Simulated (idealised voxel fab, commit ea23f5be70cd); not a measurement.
process module | voxel transistor to metal
cross-section cut | 180 nm wide | cells 5 nm
A cross-section is a grid of square cells, given in bands from the top down. A band is one or more rows of cells.
Each band's line starts with the height of the band's top and of its bottom, in nm. Then come its materials from left to right, each with its width in nm. One material with "throughout" fills the band from edge to edge. "air" is empty space.
Height 0 is the level under which the wafer as received is all one material. The lowest band goes on downwards, as in "0 down".
A width such as "30 to 40" changes by the same amount from each row of cells to the next, from the band's top row to its bottom row.
"no change" after a step means that no cell of the cross-section changed.
closed voids: empty space of 8 cells or more with no open way to the top, each as width x height at its distance from the left edge, in nm
after a step's settings: what the simulator itself notes on the step
overlay nm, on a step with a mask: how far to the right of its planned place the mask lay; to the left if negative
plan
1 op RECEIVE | material Si
2 op CONFORMAL_DEP | material SiO2 | thk nm 5
3 op CONFORMAL_DEP | material SiN | thk nm 15
4 op MASKED_ETCH | tone cover | mask id ACTIVE | width nm 100 | etch materials SiN | depth nm 15 | overlay nm 0
5 op MASKED_ETCH | tone cover | mask id ACTIVE | width nm 100 | etch materials SiO2 | depth nm 5 | overlay nm 0
6 op MASKED_ETCH | tone cover | mask id ACTIVE | width nm 100 | etch materials Si | depth nm 20 | overlay nm 0
7 op OXIDIZE | depth nm 5
8 op FILL_DEP | material SiO2 | thk nm 10
9 op CMP | height nm 20
10 op SELECTIVE_ETCH | etch materials SiO2 | depth nm 10
11 op STRIP | etch materials SiN
12 op SELECTIVE_ETCH | etch materials SiO2 | depth nm 5
13 op OXIDIZE | depth nm 5
14 op DIRECTIONAL_DEP | material polySi | thk nm 25
15 op DIRECTIONAL_DEP | material SiCN | thk nm 10
16 op DIRECTIONAL_DEP | material aC | thk nm 10
17 op PATTERN | tone cover | mask id GATE | material resist | width nm 20 | thk nm 30 | overlay nm 0
18 op DIRECTIONAL_ETCH | etch materials aC | depth nm 10
19 op STRIP | etch materials resist
20 op DIRECTIONAL_ETCH | etch materials SiCN | depth nm 20
21 op DIRECTIONAL_ETCH | etch materials polySi | depth nm 35
22 op STRIP | etch materials aC
23 op CONFORMAL_DEP | material SiN | thk nm 10
24 op DIRECTIONAL_ETCH | etch materials SiN | depth nm 10
25 op DIRECTIONAL_ETCH | etch materials SiO2 | depth nm 5
26 op DIRECTIONAL_ETCH | etch materials Si | depth nm 10
27 op EPI | material nSi | thk nm 10
28 op FILL_DEP | material SiO2 | thk nm 5
29 op CMP | height nm 35
30 op DIRECTIONAL_DEP | material SiO2 | thk nm 15
31 op MASKED_ETCH | tone open | mask id CONTACT | width nm 20 | pitch nm 70 | etch materials SiO2 | depth nm 55 | overlay nm 0
32 op CONFORMAL_DEP | material TiN | thk nm 5
33 op FILL_DEP | material W | thk nm 5
34 op CMP | height nm 50
35 op DIRECTIONAL_DEP | material TiN | thk nm 5
36 op DIRECTIONAL_DEP | material Ru | thk nm 20
37 op MASKED_ETCH | tone cover | mask id METAL_1 | width nm 20 | pitch nm 70 | etch materials Ru | depth nm 20 | overlay nm 0
38 op MASKED_ETCH | tone cover | mask id METAL_1 | width nm 20 | pitch nm 70 | etch materials TiN | depth nm 5 | overlay nm 0
39 op FILL_DEP | material lowk | thk nm 10
40 op CMP | height nm 75
41 op CONFORMAL_DEP | material SiCN | thk nm 5
42 op DIRECTIONAL_DEP | material lowk | thk nm 30
43 op DIRECTIONAL_DEP | material aC | thk nm 10
44 op PATTERN | tone open | mask id METAL_2_HOLES | material resist | width nm 15 | pitch nm 70 | thk nm 30 | overlay nm 0
45 op DIRECTIONAL_ETCH | etch materials aC | depth nm 10
46 op STRIP | etch materials resist
47 op DIRECTIONAL_ETCH | etch materials lowk | depth nm 30
48 op STRIP | etch materials aC
49 op PATTERN | tone open | mask id METAL_2 | material resist | width nm 20 | pitch nm 70 | thk nm 20 | overlay nm 0
50 op DIRECTIONAL_ETCH | etch materials lowk | depth nm 15
51 op DIRECTIONAL_ETCH | etch materials SiCN | depth nm 5
52 op STRIP | etch materials resist
53 op CONFORMAL_DEP | material TiN | thk nm 5
54 op FILL_DEP | material Ru | thk nm 5
55 op CMP | height nm 110
56 op CONFORMAL_DEP | material SiN | thk nm 5
first wafer, as planned
as received, after step 1
  0 down: Si throughout
  closed voids: none
after step 2
  5 to 0: SiO2 throughout
  below 0: unchanged
after step 3
  20 to 5: SiN throughout
  below 5: unchanged
after step 4
  20 to 5: air 40 | SiN 100 | air 40
  below 5: unchanged
after step 5
  20 to 5: air 40 | SiN 100 | air 40
  5 to 0: air 40 | SiO2 100 | air 40
  below 0: unchanged
after step 6
  20 to 5: air 40 | SiN 100 | air 40
  5 to 0: air 40 | SiO2 100 | air 40
  0 to -20: air 40 | Si 100 | air 40
  below -20: unchanged
after step 7
  20 to 5: air 40 | SiN 100 | air 40
  5 to 0: air 40 | SiO2 100 | air 40
  0 to -20: air 40 | SiO2 5 | Si 90 | SiO2 5 | air 40
  -20 to -25: SiO2 45 | Si 90 | SiO2 45
  below -25: unchanged
after step 8
  30 to 20: SiO2 throughout
  20 to 5: SiO2 40 | SiN 100 | SiO2 40
  5 to 0: SiO2 throughout
  0 to -25: SiO2 45 | Si 90 | SiO2 45
  below -25: unchanged
after step 9
  20 to 5: SiO2 40 | SiN 100 | SiO2 40
  below 5: unchanged
after step 10
  20 to 10: air 40 | SiN 100 | air 40
  below 10: unchanged
after step 11
  10 to 5: SiO2 40 | air 100 | SiO2 40
  below 5: unchanged
after step 12
  5 to 0: SiO2 35 | air 110 | SiO2 35
  below 0: unchanged
after step 13
  5 to 0: SiO2 35 | air 110 | SiO2 35
  0 to -5: SiO2 throughout
  below -5: unchanged
after step 14
  30 to 25: polySi 35 | air 110 | polySi 35
  25 to 5: polySi throughout
  5 to 0: SiO2 35 | polySi 110 | SiO2 35
  below 0: unchanged
after step 15
  40 to 35: SiCN 35 | air 110 | SiCN 35
  35 to 30: SiCN throughout
  30 to 25: polySi 35 | SiCN 110 | polySi 35
  below 25: unchanged
after step 16
  50 to 45: aC 35 | air 110 | aC 35
  45 to 40: aC throughout
  40 to 35: SiCN 35 | aC 110 | SiCN 35
  below 35: unchanged
after step 17
  80 to 50: air 80 | resist 20 | air 80
  50 to 45: aC 35 | air 45 | resist 20 | air 45 | aC 35
  below 45: unchanged
after step 18
  70 to 45: air 80 | resist 20 | air 80
  45 to 40: air 80 | aC 20 | air 80
  40 to 35: SiCN 35 | air 45 | aC 20 | air 45 | SiCN 35
  below 35: unchanged
after step 19
  45 to 40: air 80 | aC 20 | air 80
  below 40: unchanged
after step 20
  45 to 35: air 80 | aC 20 | air 80
  35 to 30: air 80 | SiCN 20 | air 80
  30 to 25: polySi 35 | air 45 | SiCN 20 | air 45 | polySi 35
  below 25: unchanged
after step 21
  45 to 35: air 80 | aC 20 | air 80
  35 to 25: air 80 | SiCN 20 | air 80
  25 to 5: air 80 | polySi 20 | air 80
  5 to 0: SiO2 35 | air 45 | polySi 20 | air 45 | SiO2 35
  below 0: unchanged
after step 22
  35 to 25: air 80 | SiCN 20 | air 80
  below 25: unchanged
after step 23
  45 to 35: air 70 | SiN 40 | air 70
  35 to 25: air 70 | SiN 10 | SiCN 20 | SiN 10 | air 70
  25 to 15: air 70 | SiN 10 | polySi 20 | SiN 10 | air 70
  15 to 10: SiN 45 | air 25 | SiN 10 | polySi 20 | SiN 10 | air 25 | SiN 45
  10 to 5: SiN 80 | polySi 20 | SiN 80
  5 to 0: SiO2 35 | SiN 45 | polySi 20 | SiN 45 | SiO2 35
  below 0: unchanged
after step 24
  35 to 25: air 70 | SiN 10 | SiCN 20 | SiN 10 | air 70
  25 to 5: air 70 | SiN 10 | polySi 20 | SiN 10 | air 70
  5 to 0: SiO2 35 | SiN 10 | air 25 | SiN 10 | polySi 20 | SiN 10 | air 25 | SiN 10 | SiO2 35
  below 0: unchanged
after step 25
  35 to 25: air 70 | SiN 10 | SiCN 20 | SiN 10 | air 70
  25 to 5: air 70 | SiN 10 | polySi 20 | SiN 10 | air 70
  5 to 0: air 35 | SiN 10 | air 25 | SiN 10 | polySi 20 | SiN 10 | air 25 | SiN 10 | air 35
  0 to -5: SiO2 45 | air 25 | SiO2 40 | air 25 | SiO2 45
  below -5: unchanged
after step 26
  35 to 25: air 70 | SiN 10 | SiCN 20 | SiN 10 | air 70
  25 to 5: air 70 | SiN 10 | polySi 20 | SiN 10 | air 70
  5 to 0: air 35 | SiN 10 | air 25 | SiN 10 | polySi 20 | SiN 10 | air 25 | SiN 10 | air 35
  0 to -5: SiO2 45 | air 25 | SiO2 40 | air 25 | SiO2 45
  -5 to -15: SiO2 45 | air 25 | Si 40 | air 25 | SiO2 45
  below -15: unchanged
after step 27
  35 to 25: air 70 | SiN 10 | SiCN 20 | SiN 10 | air 70
  25 to 5: air 70 | SiN 10 | polySi 20 | SiN 10 | air 70
  5 to 0: air 35 | SiN 10 | air 15 | nSi 10 | SiN 10 | polySi 20 | SiN 10 | nSi 10 | air 15 | SiN 10 | air 35
  0 to -5: SiO2 45 | air 15 | nSi 10 | SiO2 40 | nSi 10 | air 15 | SiO2 45
  -5 to -15: SiO2 45 | nSi 25 | Si 40 | nSi 25 | SiO2 45
  below -15: unchanged
after step 28
  40 to 35: SiO2 throughout
  35 to 25: SiO2 70 | SiN 10 | SiCN 20 | SiN 10 | SiO2 70
  25 to 5: SiO2 70 | SiN 10 | polySi 20 | SiN 10 | SiO2 70
  5 to 0: SiO2 35 | SiN 10 | SiO2 15 | nSi 10 | SiN 10 | polySi 20 | SiN 10 | nSi 10 | SiO2 15 | SiN 10 | SiO2 35
  0 to -5: SiO2 60 | nSi 10 | SiO2 40 | nSi 10 | SiO2 60
  below -5: unchanged
after step 29
  35 to 25: SiO2 70 | SiN 10 | SiCN 20 | SiN 10 | SiO2 70
  below 25: unchanged
after step 30
  50 to 35: SiO2 throughout
  below 35: unchanged
after step 31
  50 to 35: SiO2 45 | air 20 | SiO2 50 | air 20 | SiO2 45
  35 to 25: SiO2 45 | air 20 | SiO2 5 | SiN 10 | SiCN 20 | SiN 10 | SiO2 5 | air 20 | SiO2 45
  25 to 5: SiO2 45 | air 20 | SiO2 5 | SiN 10 | polySi 20 | SiN 10 | SiO2 5 | air 20 | SiO2 45
  5 to 0: SiO2 35 | SiN 10 | air 15 | nSi 10 | SiN 10 | polySi 20 | SiN 10 | nSi 10 | air 15 | SiN 10 | SiO2 35
  0 to -5: SiO2 45 | air 15 | nSi 10 | SiO2 40 | nSi 10 | air 15 | SiO2 45
  below -5: unchanged
after step 32
  55 to 50: TiN 50 | air 10 | TiN 60 | air 10 | TiN 50
  50 to 35: SiO2 45 | TiN 5 | air 10 | TiN 5 | SiO2 50 | TiN 5 | air 10 | TiN 5 | SiO2 45
  35 to 25: SiO2 45 | TiN 5 | air 10 | TiN 5 | SiO2 5 | SiN 10 | SiCN 20 | SiN 10 | SiO2 5 | TiN 5 | air 10 | TiN 5 | SiO2 45
  25 to 10: SiO2 45 | TiN 5 | air 10 | TiN 5 | SiO2 5 | SiN 10 | polySi 20 | SiN 10 | SiO2 5 | TiN 5 | air 10 | TiN 5 | SiO2 45
  10 to 5: SiO2 45 | TiN 5 | air 5 | TiN 10 | SiO2 5 | SiN 10 | polySi 20 | SiN 10 | SiO2 5 | TiN 10 | air 5 | TiN 5 | SiO2 45
  5 to 0: SiO2 35 | SiN 10 | TiN 5 | air 5 | TiN 5 | nSi 10 | SiN 10 | polySi 20 | SiN 10 | nSi 10 | TiN 5 | air 5 | TiN 5 | SiN 10 | SiO2 35
  0 to -5: SiO2 45 | TiN 15 | nSi 10 | SiO2 40 | nSi 10 | TiN 15 | SiO2 45
  below -5: unchanged
after step 33
  60 to 55: W throughout
  55 to 50: TiN 50 | W 10 | TiN 60 | W 10 | TiN 50
  50 to 35: SiO2 45 | TiN 5 | W 10 | TiN 5 | SiO2 50 | TiN 5 | W 10 | TiN 5 | SiO2 45
  35 to 25: SiO2 45 | TiN 5 | W 10 | TiN 5 | SiO2 5 | SiN 10 | SiCN 20 | SiN 10 | SiO2 5 | TiN 5 | W 10 | TiN 5 | SiO2 45
  25 to 10: SiO2 45 | TiN 5 | W 10 | TiN 5 | SiO2 5 | SiN 10 | polySi 20 | SiN 10 | SiO2 5 | TiN 5 | W 10 | TiN 5 | SiO2 45
  10 to 5: SiO2 45 | TiN 5 | W 5 | TiN 10 | SiO2 5 | SiN 10 | polySi 20 | SiN 10 | SiO2 5 | TiN 10 | W 5 | TiN 5 | SiO2 45
  5 to 0: SiO2 35 | SiN 10 | TiN 5 | W 5 | TiN 5 | nSi 10 | SiN 10 | polySi 20 | SiN 10 | nSi 10 | TiN 5 | W 5 | TiN 5 | SiN 10 | SiO2 35
  below 0: unchanged
after step 34
  50 to 35: SiO2 45 | TiN 5 | W 10 | TiN 5 | SiO2 50 | TiN 5 | W 10 | TiN 5 | SiO2 45
  below 35: unchanged
after step 35
  55 to 50: TiN throughout
  below 50: unchanged
after step 36
  75 to 55: Ru throughout
  below 55: unchanged
after step 37
  75 to 55: air 45 | Ru 20 | air 50 | Ru 20 | air 45
  below 55: unchanged
after step 38
  75 to 55: air 45 | Ru 20 | air 50 | Ru 20 | air 45
  55 to 50: air 45 | TiN 20 | air 50 | TiN 20 | air 45
  below 50: unchanged
after step 39
  85 to 75: lowk throughout
  75 to 55: lowk 45 | Ru 20 | lowk 50 | Ru 20 | lowk 45
  55 to 50: lowk 45 | TiN 20 | lowk 50 | TiN 20 | lowk 45
  below 50: unchanged
after step 40
  75 to 55: lowk 45 | Ru 20 | lowk 50 | Ru 20 | lowk 45
  below 55: unchanged
after step 41
  80 to 75: SiCN throughout
  below 75: unchanged
after step 42
  110 to 80: lowk throughout
  below 80: unchanged
after step 43
  120 to 110: aC throughout
  below 110: unchanged
after step 44
  150 to 120: resist 45 | air 15 | resist 55 | air 15 | resist 50
  below 120: unchanged
after step 45
  140 to 120: resist 45 | air 15 | resist 55 | air 15 | resist 50
  120 to 110: aC 45 | air 15 | aC 55 | air 15 | aC 50
  below 110: unchanged
after step 46
  120 to 110: aC 45 | air 15 | aC 55 | air 15 | aC 50
  below 110: unchanged
after step 47
  120 to 110: aC 45 | air 15 | aC 55 | air 15 | aC 50
  110 to 80: lowk 45 | air 15 | lowk 55 | air 15 | lowk 50
  below 80: unchanged
after step 48
  110 to 80: lowk 45 | air 15 | lowk 55 | air 15 | lowk 50
  below 80: unchanged
after step 49
  130 to 110: resist 45 | air 20 | resist 50 | air 20 | resist 45
  below 110: unchanged
after step 50
  130 to 110: resist 45 | air 20 | resist 50 | air 20 | resist 45
  110 to 95: lowk 45 | air 20 | lowk 50 | air 20 | lowk 45
  below 95: unchanged
after step 51
  130 to 110: resist 45 | air 20 | resist 50 | air 20 | resist 45
  110 to 95: lowk 45 | air 20 | lowk 50 | air 20 | lowk 45
  95 to 80: lowk 45 | air 15 | lowk 55 | air 15 | lowk 50
  80 to 75: SiCN 45 | air 15 | SiCN 55 | air 15 | SiCN 50
  below 75: unchanged
after step 52
  110 to 95: lowk 45 | air 20 | lowk 50 | air 20 | lowk 45
  below 95: unchanged
after step 53
  115 to 110: TiN 50 | air 10 | TiN 60 | air 10 | TiN 50
  110 to 100: lowk 45 | TiN 5 | air 10 | TiN 5 | lowk 50 | TiN 5 | air 10 | TiN 5 | lowk 45
  100 to 95: lowk 45 | TiN 5 | air 5 | TiN 10 | lowk 50 | TiN 5 | air 5 | TiN 10 | lowk 45
  95 to 80: lowk 45 | TiN 5 | air 5 | TiN 5 | lowk 55 | TiN 5 | air 5 | TiN 5 | lowk 50
  80 to 75: SiCN 45 | TiN 15 | SiCN 55 | TiN 15 | SiCN 50
  below 75: unchanged
after step 54
  120 to 115: Ru throughout
  115 to 110: TiN 50 | Ru 10 | TiN 60 | Ru 10 | TiN 50
  110 to 100: lowk 45 | TiN 5 | Ru 10 | TiN 5 | lowk 50 | TiN 5 | Ru 10 | TiN 5 | lowk 45
  100 to 95: lowk 45 | TiN 5 | Ru 5 | TiN 10 | lowk 50 | TiN 5 | Ru 5 | TiN 10 | lowk 45
  95 to 80: lowk 45 | TiN 5 | Ru 5 | TiN 5 | lowk 55 | TiN 5 | Ru 5 | TiN 5 | lowk 50
  below 80: unchanged
after step 55
  110 to 100: lowk 45 | TiN 5 | Ru 10 | TiN 5 | lowk 50 | TiN 5 | Ru 10 | TiN 5 | lowk 45
  below 100: unchanged
after step 56
  115 to 110: SiN throughout
  below 110: unchanged
second wafer: like start, like plan, one mistake. Through step 1 it matches the first wafer
when step 2 should have ended: no change
when step 3 should have ended
  15 to 0: SiN throughout
  below 0: unchanged
when step 4 should have ended
  15 to 0: air 40 | SiN 100 | air 40
  below 0: unchanged
when step 5 should have ended: no change
when step 6 should have ended
  15 to 0: air 40 | SiN 100 | air 40
  0 to -20: air 40 | Si 100 | air 40
  below -20: unchanged
when step 7 should have ended
  15 to 0: air 40 | SiN 100 | air 40
  0 to -20: air 40 | SiO2 5 | Si 90 | SiO2 5 | air 40
  -20 to -25: SiO2 45 | Si 90 | SiO2 45
  below -25: unchanged
when step 8 should have ended
  25 to 15: SiO2 throughout
  15 to 0: SiO2 40 | SiN 100 | SiO2 40
  0 to -25: SiO2 45 | Si 90 | SiO2 45
  below -25: unchanged
when step 9 should have ended
  20 to 15: SiO2 throughout
  below 15: unchanged
when step 10 should have ended
  15 to 10: air 40 | SiN 100 | air 40
  below 10: unchanged
when step 11 should have ended
  10 to 0: SiO2 40 | air 100 | SiO2 40
  below 0: unchanged
when step 12 should have ended
  5 to 0: SiO2 35 | air 110 | SiO2 35
  0 to -5: SiO2 35 | air 10 | Si 90 | air 10 | SiO2 35
  below -5: unchanged
when step 13 should have ended
  5 to 0: SiO2 35 | air 110 | SiO2 35
  0 to -5: SiO2 35 | air 10 | SiO2 90 | air 10 | SiO2 35
  -5 to -10: SiO2 50 | Si 80 | SiO2 50
  below -10: unchanged
when step 14 should have ended
  30 to 25: polySi 35 | air 110 | polySi 35
  25 to 20: polySi 35 | air 10 | polySi 90 | air 10 | polySi 35
  20 to 5: polySi throughout
  5 to 0: SiO2 35 | polySi 110 | SiO2 35
  0 to -5: SiO2 35 | polySi 10 | SiO2 90 | polySi 10 | SiO2 35
  below -5: unchanged
when step 15 should have ended
  40 to 35: SiCN 35 | air 110 | SiCN 35
  35 to 30: SiCN 35 | air 10 | SiCN 90 | air 10 | SiCN 35
  30 to 25: polySi 35 | SiCN 110 | polySi 35
  25 to 20: polySi 35 | SiCN 10 | polySi 90 | SiCN 10 | polySi 35
  below 20: unchanged
when step 16 should have ended
  50 to 45: aC 35 | air 110 | aC 35
  45 to 40: aC 35 | air 10 | aC 90 | air 10 | aC 35
  40 to 35: SiCN 35 | aC 110 | SiCN 35
  35 to 30: SiCN 35 | aC 10 | SiCN 90 | aC 10 | SiCN 35
  below 30: unchanged
when step 17 should have ended
  80 to 50: air 80 | resist 20 | air 80
  50 to 45: aC 35 | air 45 | resist 20 | air 45 | aC 35
  below 45: unchanged
when step 18 should have ended
  70 to 45: air 80 | resist 20 | air 80
  45 to 40: air 80 | aC 20 | air 80
  40 to 35: SiCN 35 | air 45 | aC 20 | air 45 | SiCN 35
  35 to 30: SiCN 35 | air 10 | SiCN 90 | air 10 | SiCN 35
  below 30: unchanged
when step 19 should have ended
  45 to 40: air 80 | aC 20 | air 80
  below 40: unchanged
when step 20 should have ended
  45 to 35: air 80 | aC 20 | air 80
  35 to 30: air 80 | SiCN 20 | air 80
  30 to 25: polySi 35 | air 45 | SiCN 20 | air 45 | polySi 35
  25 to 20: polySi 35 | air 10 | polySi 90 | air 10 | polySi 35
  below 20: unchanged
when step 21 should have ended
  45 to 35: air 80 | aC 20 | air 80
  35 to 25: air 80 | SiCN 20 | air 80
  25 to 5: air 80 | polySi 20 | air 80
  5 to 0: SiO2 35 | air 45 | polySi 20 | air 45 | SiO2 35
  0 to -5: SiO2 35 | air 10 | SiO2 90 | air 10 | SiO2 35
  below -5: unchanged
when step 22 should have ended
  35 to 25: air 80 | SiCN 20 | air 80
  below 25: unchanged
when step 23 should have ended
  45 to 35: air 70 | SiN 40 | air 70
  35 to 25: air 70 | SiN 10 | SiCN 20 | SiN 10 | air 70
  25 to 15: air 70 | SiN 10 | polySi 20 | SiN 10 | air 70
  15 to 10: SiN 45 | air 25 | SiN 10 | polySi 20 | SiN 10 | air 25 | SiN 45
  10 to 5: SiN 80 | polySi 20 | SiN 80
  5 to 0: SiO2 35 | SiN 45 | polySi 20 | SiN 45 | SiO2 35
  0 to -5: SiO2 35 | SiN 10 | SiO2 90 | SiN 10 | SiO2 35
  below -5: unchanged
when step 24 should have ended
  35 to 25: air 70 | SiN 10 | SiCN 20 | SiN 10 | air 70
  25 to 5: air 70 | SiN 10 | polySi 20 | SiN 10 | air 70
  5 to 0: SiO2 35 | SiN 10 | air 25 | SiN 10 | polySi 20 | SiN 10 | air 25 | SiN 10 | SiO2 35
  below 0: unchanged
when step 25 should have ended
  35 to 25: air 70 | SiN 10 | SiCN 20 | SiN 10 | air 70
  25 to 5: air 70 | SiN 10 | polySi 20 | SiN 10 | air 70
  5 to 0: air 35 | SiN 10 | air 25 | SiN 10 | polySi 20 | SiN 10 | air 25 | SiN 10 | air 35
  0 to -5: SiO2 35 | SiN 10 | air 25 | SiO2 40 | air 25 | SiN 10 | SiO2 35
  below -5: unchanged
when step 26 should have ended
  35 to 25: air 70 | SiN 10 | SiCN 20 | SiN 10 | air 70
  25 to 5: air 70 | SiN 10 | polySi 20 | SiN 10 | air 70
  5 to 0: air 35 | SiN 10 | air 25 | SiN 10 | polySi 20 | SiN 10 | air 25 | SiN 10 | air 35
  0 to -5: SiO2 35 | SiN 10 | air 25 | SiO2 40 | air 25 | SiN 10 | SiO2 35
  -5 to -10: SiO2 50 | air 20 | Si 40 | air 20 | SiO2 50
  -10 to -15: SiO2 45 | Si 5 | air 20 | Si 40 | air 20 | Si 5 | SiO2 45
  below -15: unchanged
when step 27 should have ended
  35 to 25: air 70 | SiN 10 | SiCN 20 | SiN 10 | air 70
  25 to 5: air 70 | SiN 10 | polySi 20 | SiN 10 | air 70
  5 to 0: air 35 | SiN 10 | air 15 | nSi 10 | SiN 10 | polySi 20 | SiN 10 | nSi 10 | air 15 | SiN 10 | air 35
  0 to -5: SiO2 35 | SiN 10 | nSi 25 | SiO2 40 | nSi 25 | SiN 10 | SiO2 35
  -5 to -10: SiO2 50 | nSi 20 | Si 40 | nSi 20 | SiO2 50
  -10 to -15: SiO2 45 | Si 5 | nSi 20 | Si 40 | nSi 20 | Si 5 | SiO2 45
  below -15: unchanged
when step 28 should have ended
  40 to 35: SiO2 throughout
  35 to 25: SiO2 70 | SiN 10 | SiCN 20 | SiN 10 | SiO2 70
  25 to 5: SiO2 70 | SiN 10 | polySi 20 | SiN 10 | SiO2 70
  5 to 0: SiO2 35 | SiN 10 | SiO2 15 | nSi 10 | SiN 10 | polySi 20 | SiN 10 | nSi 10 | SiO2 15 | SiN 10 | SiO2 35
  below 0: unchanged
when step 29 should have ended
  35 to 25: SiO2 70 | SiN 10 | SiCN 20 | SiN 10 | SiO2 70
  below 25: unchanged
when step 30 should have ended
  50 to 35: SiO2 throughout
  below 35: unchanged
when step 31 should have ended
  50 to 35: SiO2 45 | air 20 | SiO2 50 | air 20 | SiO2 45
  35 to 25: SiO2 45 | air 20 | SiO2 5 | SiN 10 | SiCN 20 | SiN 10 | SiO2 5 | air 20 | SiO2 45
  25 to 5: SiO2 45 | air 20 | SiO2 5 | SiN 10 | polySi 20 | SiN 10 | SiO2 5 | air 20 | SiO2 45
  5 to 0: SiO2 35 | SiN 10 | air 15 | nSi 10 | SiN 10 | polySi 20 | SiN 10 | nSi 10 | air 15 | SiN 10 | SiO2 35
  below 0: unchanged
when step 32 should have ended
  55 to 50: TiN 50 | air 10 | TiN 60 | air 10 | TiN 50
  50 to 35: SiO2 45 | TiN 5 | air 10 | TiN 5 | SiO2 50 | TiN 5 | air 10 | TiN 5 | SiO2 45
  35 to 25: SiO2 45 | TiN 5 | air 10 | TiN 5 | SiO2 5 | SiN 10 | SiCN 20 | SiN 10 | SiO2 5 | TiN 5 | air 10 | TiN 5 | SiO2 45
  25 to 10: SiO2 45 | TiN 5 | air 10 | TiN 5 | SiO2 5 | SiN 10 | polySi 20 | SiN 10 | SiO2 5 | TiN 5 | air 10 | TiN 5 | SiO2 45
  10 to 5: SiO2 45 | TiN 5 | air 5 | TiN 10 | SiO2 5 | SiN 10 | polySi 20 | SiN 10 | SiO2 5 | TiN 10 | air 5 | TiN 5 | SiO2 45
  5 to 0: SiO2 35 | SiN 10 | TiN 15 | nSi 10 | SiN 10 | polySi 20 | SiN 10 | nSi 10 | TiN 15 | SiN 10 | SiO2 35
  below 0: unchanged
when step 33 should have ended
  60 to 55: W throughout
  55 to 50: TiN 50 | W 10 | TiN 60 | W 10 | TiN 50
  50 to 35: SiO2 45 | TiN 5 | W 10 | TiN 5 | SiO2 50 | TiN 5 | W 10 | TiN 5 | SiO2 45
  35 to 25: SiO2 45 | TiN 5 | W 10 | TiN 5 | SiO2 5 | SiN 10 | SiCN 20 | SiN 10 | SiO2 5 | TiN 5 | W 10 | TiN 5 | SiO2 45
  25 to 10: SiO2 45 | TiN 5 | W 10 | TiN 5 | SiO2 5 | SiN 10 | polySi 20 | SiN 10 | SiO2 5 | TiN 5 | W 10 | TiN 5 | SiO2 45
  10 to 5: SiO2 45 | TiN 5 | W 5 | TiN 10 | SiO2 5 | SiN 10 | polySi 20 | SiN 10 | SiO2 5 | TiN 10 | W 5 | TiN 5 | SiO2 45
  below 5: unchanged
when step 34 should have ended
  50 to 35: SiO2 45 | TiN 5 | W 10 | TiN 5 | SiO2 50 | TiN 5 | W 10 | TiN 5 | SiO2 45
  below 35: unchanged
when step 35 should have ended
  55 to 50: TiN throughout
  below 50: unchanged
when step 36 should have ended
  75 to 55: Ru throughout
  below 55: unchanged
when step 37 should have ended
  75 to 55: air 45 | Ru 20 | air 50 | Ru 20 | air 45
  below 55: unchanged
when step 38 should have ended
  75 to 55: air 45 | Ru 20 | air 50 | Ru 20 | air 45
  55 to 50: air 45 | TiN 20 | air 50 | TiN 20 | air 45
  below 50: unchanged
when step 39 should have ended
  85 to 75: lowk throughout
  75 to 55: lowk 45 | Ru 20 | lowk 50 | Ru 20 | lowk 45
  55 to 50: lowk 45 | TiN 20 | lowk 50 | TiN 20 | lowk 45
  below 50: unchanged
when step 40 should have ended
  75 to 55: lowk 45 | Ru 20 | lowk 50 | Ru 20 | lowk 45
  below 55: unchanged
when step 41 should have ended
  80 to 75: SiCN throughout
  below 75: unchanged
when step 42 should have ended
  110 to 80: lowk throughout
  below 80: unchanged
when step 43 should have ended
  120 to 110: aC throughout
  below 110: unchanged
when step 44 should have ended
  150 to 120: resist 45 | air 15 | resist 55 | air 15 | resist 50
  below 120: unchanged
when step 45 should have ended
  140 to 120: resist 45 | air 15 | resist 55 | air 15 | resist 50
  120 to 110: aC 45 | air 15 | aC 55 | air 15 | aC 50
  below 110: unchanged
when step 46 should have ended
  120 to 110: aC 45 | air 15 | aC 55 | air 15 | aC 50
  below 110: unchanged
when step 47 should have ended
  120 to 110: aC 45 | air 15 | aC 55 | air 15 | aC 50
  110 to 80: lowk 45 | air 15 | lowk 55 | air 15 | lowk 50
  below 80: unchanged
when step 48 should have ended
  110 to 80: lowk 45 | air 15 | lowk 55 | air 15 | lowk 50
  below 80: unchanged
when step 49 should have ended
  130 to 110: resist 45 | air 20 | resist 50 | air 20 | resist 45
  below 110: unchanged
when step 50 should have ended
  130 to 110: resist 45 | air 20 | resist 50 | air 20 | resist 45
  110 to 95: lowk 45 | air 20 | lowk 50 | air 20 | lowk 45
  below 95: unchanged
when step 51 should have ended
  130 to 110: resist 45 | air 20 | resist 50 | air 20 | resist 45
  110 to 95: lowk 45 | air 20 | lowk 50 | air 20 | lowk 45
  95 to 80: lowk 45 | air 15 | lowk 55 | air 15 | lowk 50
  80 to 75: SiCN 45 | air 15 | SiCN 55 | air 15 | SiCN 50
  below 75: unchanged
when step 52 should have ended
  110 to 95: lowk 45 | air 20 | lowk 50 | air 20 | lowk 45
  below 95: unchanged
when step 53 should have ended
  115 to 110: TiN 50 | air 10 | TiN 60 | air 10 | TiN 50
  110 to 100: lowk 45 | TiN 5 | air 10 | TiN 5 | lowk 50 | TiN 5 | air 10 | TiN 5 | lowk 45
  100 to 95: lowk 45 | TiN 5 | air 5 | TiN 10 | lowk 50 | TiN 5 | air 5 | TiN 10 | lowk 45
  95 to 80: lowk 45 | TiN 5 | air 5 | TiN 5 | lowk 55 | TiN 5 | air 5 | TiN 5 | lowk 50
  80 to 75: SiCN 45 | TiN 15 | SiCN 55 | TiN 15 | SiCN 50
  below 75: unchanged
when step 54 should have ended
  120 to 115: Ru throughout
  115 to 110: TiN 50 | Ru 10 | TiN 60 | Ru 10 | TiN 50
  110 to 100: lowk 45 | TiN 5 | Ru 10 | TiN 5 | lowk 50 | TiN 5 | Ru 10 | TiN 5 | lowk 45
  100 to 95: lowk 45 | TiN 5 | Ru 5 | TiN 10 | lowk 50 | TiN 5 | Ru 5 | TiN 10 | lowk 45
  95 to 80: lowk 45 | TiN 5 | Ru 5 | TiN 5 | lowk 55 | TiN 5 | Ru 5 | TiN 5 | lowk 50
  below 80: unchanged
when step 55 should have ended
  110 to 100: lowk 45 | TiN 5 | Ru 10 | TiN 5 | lowk 50 | TiN 5 | Ru 10 | TiN 5 | lowk 45
  below 100: unchanged
when step 56 should have ended
  115 to 110: SiN throughout
  below 110: unchanged
what went wrong: step 2 was left out
at the end the second wafer has, in cells: 2 more of Si | 4 more of SiN | 2 fewer of SiO2 | 4 fewer of TiN | 2 fewer of W | 2 more of nSi
